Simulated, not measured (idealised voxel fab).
You're looking at the process module voxel double patterning.
Each square cell in cross-section cut measures 5 nm, and the section as a whole is 245 nm wide.
Throughout this document, each cross-section is represented as a grid of square cells and is presented as a sequence of bands enumerated from the top downward, where a band comprises one or more rows of cells.
Top, bottom (nm), then materials left to right with widths (nm); lone material tagged "throughout" fills the whole band edge to edge; "air" = empty space.
Heads up on the height convention: 0 is the point under which the incoming wafer is all one material, and the lowest band has no bottom, it just keeps going down, like "0 nm and below".
The expression "30..40" gives the width at the extremes of the band, the first number at its top row of cells and the second at its bottom row, with the width changing by equal amounts from each row to the next in between.
No cell of the cross-section changed in a step that is given as "no change occurred".
"Trapped void list" enumerates empty spaces isolated from the top, with no open way to it, that contain at least 8 cells, giving each as width x height at distance from the left edge, all three in nm.
On each step's line, the part that comes after the settings is the simulator's own comment on the step.
A step line may carry the setting "overlay nm", which, for steps involving a mask, states the distance by which the mask lay to the right of its intended position; negative values denote displacement to the left.

### Process steps - plan
1. RECEIVE with material Si
2. CONFORMAL_DEP with material SiO2, thk nm 5
3. DIRECTIONAL_DEP with material polySi, thk nm 15
4. DIRECTIONAL_DEP with material SiN, thk nm 5
5. DIRECTIONAL_DEP with material aC, thk nm 10
6. PATTERN with tone open, mask id FIRST, material resist, width nm 15, pitch nm 50, thk nm 30, overlay nm 0
7. DIRECTIONAL_ETCH with etch materials aC, depth nm 10
8. STRIP with etch materials resist
9. DIRECTIONAL_ETCH with etch materials SiN, depth nm 5
10. STRIP with etch materials aC
11. PATTERN with tone open, mask id SECOND, material resist, width nm 15, thk nm 20, overlay nm 0
12. DIRECTIONAL_ETCH with etch materials SiN, depth nm 5
13. STRIP with etch materials resist
14. DIRECTIONAL_ETCH with etch materials polySi, depth nm 15
15. STRIP with etch materials SiN

### Cross-sectional view of the wafer in its as-received condition, corresponding to the state after step 1
0 nm and below: Si throughout
Trapped void list: none

### Post-module cross-section of the first of two wafers (run per plan)
20 nm to 5 nm: 90 nm polySi, 15 nm air, 10 nm polySi, 15 nm air, 10 nm polySi, 15 nm air, 90 nm polySi
5 nm to 0 nm: SiO2 throughout
0 nm and below: Si throughout
Trapped void list: none

### Wafer two, sectioned after the module: the first wafer's start, the first wafer's plan, and one mistake in how it was run
20 nm to 5 nm: 90 nm air, 15 nm polySi, 35 nm air, 15 nm polySi, 90 nm air
5 nm to 0 nm: SiO2 throughout
0 nm and below: Si throughout
Trapped void list: none
Misprocessing identified: step 6, actual vs plan mismatch, actual run PATTERN with tone cover, mask id FIRST, material resist, width nm 15, pitch nm 50, thk nm 30, overlay nm 0
FYI, end of process, the second wafer has more or fewer cells of some materials than the first: 102 fewer of polySi
